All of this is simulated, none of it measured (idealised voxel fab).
Process module heading - voxel ribs on slabs
Xsec cut, 215 nm wide, square cell size 5 nm.
Cross-section layout: square cells on a grid; listed as bands, top to bottom; a band spans one or more cell rows. For a band, the entry starts with two heights in nm, that of the top and then that of the bottom, and carries on with the band's materials in order from left to right, each alongside its width in nm; the word "everywhere" beside a single material means it fills the band edge to edge, and "air" means empty space. Height datum 0, below which the as-received substrate wafer is one material. Lowest band open at the bottom, running downward: "0 nm and below". It should be noted that a width expressed as "30->40" varies in equal increments from row to row of cells within the band, taking the value of the first number at the top row and that of the second number at the bottom row. "no change occurred" for a step: no cell of the cross-section changed in that step. Empty spaces counting at least 8 cells and having no open way to the top are listed in "Sealed cavities". The notation width x height at distance is used for each, the distance being from the left edge and all three values in nm. Text after the settings on a step's line: the simulator's own remark on that step. A step line may carry the setting "overlay nm", which, for steps involving a mask, states the distance by which the mask lay to the right of its intended position; negative values denote displacement to the left.

-- Listed below are the process steps as planned
| 1 | RECEIVE, material Si |
| 2 | DIRECTIONAL_DEP, material SiO2, thk nm 20 |
| 3 | DIRECTIONAL_DEP, material polySi, thk nm 25 |
| 4 | PATTERN, tone cover, mask id RIB, material resist, width nm 30, thk nm 20, overlay nm 0 |
| 5 | DIRECTIONAL_ETCH, etch materials polySi, depth nm 20 |
| 6 | STRIP, etch materials resist |
| 7 | MASKED_ETCH, tone cover, mask id SLAB, width nm 70, etch materials polySi, depth nm 5, overlay nm 0 |
| 8 | FILL_DEP, material SiO2, thk nm 25 |
| 9 | CMP, height nm 65 |
| 10 | DIRECTIONAL_DEP, material W, thk nm 10 |
| 11 | MASKED_ETCH, tone cover, mask id HEATER, width nm 40, etch materials W, depth nm 10, overlay nm -15 |
| 12 | CONFORMAL_DEP, material SiO2, thk nm 10 |
Where the wafers of this document differ is in the overlay nm of step 11; they start out the same, and the plan states the value that applied to the first wafer.

-- After step 1, as received: first of several wafers, cross-section
  0 nm and below: Si everywhere
  Sealed cavities: none

-- After the module's final step, step 12: the first of several wafers in cross-section
  85 nm to 75 nm: 60 air; 60 SiO2; 95 air
  75 nm to 65 nm: 70 SiO2; 40 W; 105 SiO2
  65 nm to 45 nm: SiO2 everywhere
  45 nm to 25 nm: 90 SiO2; 30 polySi; 95 SiO2
  25 nm to 20 nm: 70 SiO2; 70 polySi; 75 SiO2
  20 nm to 0 nm: SiO2 everywhere
  0 nm and below: Si everywhere
  Sealed cavities: none

-- Last wafer x-sec, end of module
  85 nm to 75 nm: 90 air; 60 SiO2; 65 air
  75 nm to 65 nm: 100 SiO2; 40 W; 75 SiO2
  65 nm to 45 nm: SiO2 everywhere
  45 nm to 25 nm: 90 SiO2; 30 polySi; 95 SiO2
  25 nm to 20 nm: 70 SiO2; 70 polySi; 75 SiO2
  20 nm to 0 nm: SiO2 everywhere
  0 nm and below: Si everywhere
  Sealed cavities: none

-- The table below has one row for each wafer; a row shows, as of the end of the module, how many cells of each material the wafer has gained, marked (+), or lost, marked (-), since it was received, and then the wafer's closed voids
overlay nm -15; +615 SiO2; +16 W; +38 polySi; Sealed cavities: none
overlay nm -10; +615 SiO2; +16 W; +38 polySi; Sealed cavities: none
overlay nm -5; +615 SiO2; +16 W; +38 polySi; Sealed cavities: none
overlay nm 0; +615 SiO2; +16 W; +38 polySi; Sealed cavities: none
overlay nm 5; +615 SiO2; +16 W; +38 polySi; Sealed cavities: none
overlay nm 10; +615 SiO2; +16 W; +38 polySi; Sealed cavities: none
overlay nm 15; +615 SiO2; +16 W; +38 polySi; Sealed cavities: none
